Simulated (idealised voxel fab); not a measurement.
Documented hereafter: the process module known as voxel self aligned vias.
Cross-section cut: width 280 nm, square cells of 5 nm.
Cross-sections here: square-cell grids, written as top-down lists of bands, a band being one or more rows of cells.
For a band, the entry starts with two heights in nm, that of the top and then that of the bottom, and carries on with the band's materials in order from left to right, each alongside its width in nm; the word "throughout" beside a single material means it fills the band edge to edge, and "blank" means empty space.
Below 0: as-received wafer, all one material; heights counted from there. Lowest band: no bottom, goes on down, written "0 -> down".
Graded width ("30..40"): value in top row of band = first number; value in bottom row = second number; row-to-row change constant.
"remains unaltered" for a step: no cell of the cross-section changed in that step.
Empty spaces without an open route to the top, at least 8 cells in extent, make up the entry "Tabulated closed voids"; each is given as width x height at distance, where the distance is measured from the left edge, and all are in nm.
Anything after a step's settings on that line? It's the simulator's own note about the step.
overlay nm: right-of-plan distance of the mask on a masked step; negative values mean left-of-plan.
### Process steps foreseen in the plan
- 1: RECEIVE,material Si
- 2: CONFORMAL_DEP,material SiO2,thk nm 10
- 3: CONFORMAL_DEP,material SiCN,thk nm 5
- 4: DIRECTIONAL_DEP,material SiO2,thk nm 25
- 5: PATTERN,tone open,mask id LINES,material resist,width nm 20,pitch nm 50,thk nm 15,overlay nm 0
- 6: DIRECTIONAL_ETCH,etch materials SiO2,depth nm 25
- 7: STRIP,etch materials resist
- 8: CONFORMAL_DEP,material TiN,thk nm 5
- 9: FILL_DEP,material Ru,thk nm 10
- 10: CMP,height nm 40
- 11: SELECTIVE_ETCH,etch materials W Ru TiN,depth nm 5
- 12: FILL_DEP,material SiN,thk nm 10
- 13: CMP,height nm 40
- 14: DIRECTIONAL_DEP,material SiO2,thk nm 20
- 15: MASKED_ETCH,tone open,mask id VIAS,width nm 30,pitch nm 50,etch materials SiO2,depth nm 20,overlay nm 0
- 16: MASKED_ETCH,tone open,mask id VIAS,width nm 30,pitch nm 50,etch materials SiN,depth nm 5,overlay nm 0
- 17: CONFORMAL_DEP,material TiN,thk nm 5
- 18: FILL_DEP,material W,thk nm 10
- 19: CMP,height nm 60
- 20: CONFORMAL_DEP,material SiCN,thk nm 5
### Cross-section of the wafer upon arrival, representing the state reached after step 1
    0 -> down = Si throughout
    Tabulated closed voids: none
### Post-module cross-section of the first of two wafers (run per plan)
    65 -> 60 = SiCN throughout
    60 -> 45 = 75 of SiO2; 5 of TiN; 20 of W; 5 of TiN; 20 of SiO2; 5 of TiN; 20 of W; 5 of TiN; 20 of SiO2; 5 of TiN; 20 of W; 5 of TiN; 75 of SiO2
    45 -> 40 = 75 of SiO2; 10 of TiN; 10 of W; 10 of TiN; 20 of SiO2; 10 of TiN; 10 of W; 10 of TiN; 20 of SiO2; 10 of TiN; 10 of W; 10 of TiN; 75 of SiO2
    40 -> 35 = 80 of SiO2; 20 of TiN; 30 of SiO2; 20 of TiN; 30 of SiO2; 20 of TiN; 80 of SiO2
    35 -> 20 = 80 of SiO2; 5 of TiN; 10 of Ru; 5 of TiN; 30 of SiO2; 5 of TiN; 10 of Ru; 5 of TiN; 30 of SiO2; 5 of TiN; 10 of Ru; 5 of TiN; 80 of SiO2
    20 -> 15 = 80 of SiO2; 20 of TiN; 30 of SiO2; 20 of TiN; 30 of SiO2; 20 of TiN; 80 of SiO2
    15 -> 10 = SiCN throughout
    10 -> 0 = SiO2 throughout
    0 -> down = Si throughout
    Tabulated closed voids: none
### Presented here is a cross-section of the second of the two wafers as it stood at the end of the module. It was started in the same manner and assigned the same plan as the first wafer; however, one mistake was made in its execution
    65 -> 60 = SiCN throughout
    60 -> 45 = 75 of SiO2; 5 of TiN; 20 of W; 5 of TiN; 20 of SiO2; 5 of TiN; 20 of W; 5 of TiN; 20 of SiO2; 5 of TiN; 20 of W; 5 of TiN; 75 of SiO2
    45 -> 40 = 75 of SiO2; 30 of TiN; 20 of SiO2; 30 of TiN; 20 of SiO2; 30 of TiN; 75 of SiO2
    40 -> 35 = SiCN throughout
    35 -> 0 = SiO2 throughout
    0 -> down = Si throughout
    Tabulated closed voids: none
Want to know what went wrong? order of steps 3 and 4 inverted relative to the plan
FYI, end of process, the second wafer has more or fewer cells of some materials than the first: 18 fewer of Ru | 60 more of SiO2 | 36 fewer of TiN | 6 fewer of W
